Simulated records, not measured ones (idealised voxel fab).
process module | voxel tone inversion
cross-section cut | 240 nm wide | cells 5 nm
A cross-section is a grid of square cells, given in bands from the top down. A band is one or more rows of cells.
Each band's line starts with the height of the band's top and of its bottom, in nm. Then come its materials from left to right, each with its width in nm. One material with "throughout" fills the band from edge to edge. "air" is empty space.
Height 0 is the level under which the wafer as received is all one material. The lowest band goes on downwards, as in "0 down".
A width such as "30 to 40" changes by the same amount from each row of cells to the next, from the band's top row to its bottom row.
"no change" after a step means that no cell of the cross-section changed.
closed voids: empty space of 8 cells or more with no open way to the top, each as width x height at its distance from the left edge, in nm
after a step's settings: what the simulator itself notes on the step
overlay nm, on a step with a mask: how far to the right of its planned place the mask lay; to the left if negative
plan
1 op RECEIVE | material Si
2 op CONFORMAL_DEP | material SiN | thk nm 10
3 op DIRECTIONAL_DEP | material aC | thk nm 25
4 op PATTERN | tone cover | mask id POSTS | material resist | width nm 20 | pitch nm 50 | thk nm 35 | overlay nm 0
5 op DIRECTIONAL_ETCH | etch materials aC | depth nm 25
6 op STRIP | etch materials resist
7 op FILL_DEP | material lowk | thk nm 5
8 op CMP | height nm 35
9 op STRIP | etch materials aC
10 op CONFORMAL_DEP | material TiN | thk nm 5
11 op FILL_DEP | material Ru | thk nm 10
12 op CMP | height nm 35
13 op CONFORMAL_DEP | material SiN | thk nm 5
as received, after step 1
  0 down: Si throughout
  closed voids: none
first wafer at the end, as planned
  40 to 35: SiN throughout
  35 to 15: lowk 35 | TiN 5 | Ru 10 | TiN 5 | lowk 30 | TiN 5 | Ru 10 | TiN 5 | lowk 30 | TiN 5 | Ru 10 | TiN 5 | lowk 30 | TiN 5 | Ru 10 | TiN 5 | lowk 35
  15 to 10: lowk 35 | TiN 20 | lowk 30 | TiN 20 | lowk 30 | TiN 20 | lowk 30 | TiN 20 | lowk 35
  10 to 0: SiN throughout
  0 down: Si throughout
  closed voids: none
second wafer at the end: like start, like plan, one mistake
  40 to 35: SiN throughout
  35 to 15: lowk 40 | TiN 5 | Ru 10 | TiN 5 | lowk 30 | TiN 5 | Ru 10 | TiN 5 | lowk 30 | TiN 5 | Ru 10 | TiN 5 | lowk 30 | TiN 5 | Ru 10 | TiN 5 | lowk 30
  15 to 10: lowk 40 | TiN 20 | lowk 30 | TiN 20 | lowk 30 | TiN 20 | lowk 30 | TiN 20 | lowk 30
  10 to 0: SiN throughout
  0 down: Si throughout
  closed voids: none
what went wrong: step 4 ran as: op PATTERN | tone cover | mask id POSTS | material resist | width nm 20 | pitch nm 50 | thk nm 35 | overlay nm 5
at the end the second wafer has, in cells: as many of each material as the first, in other places
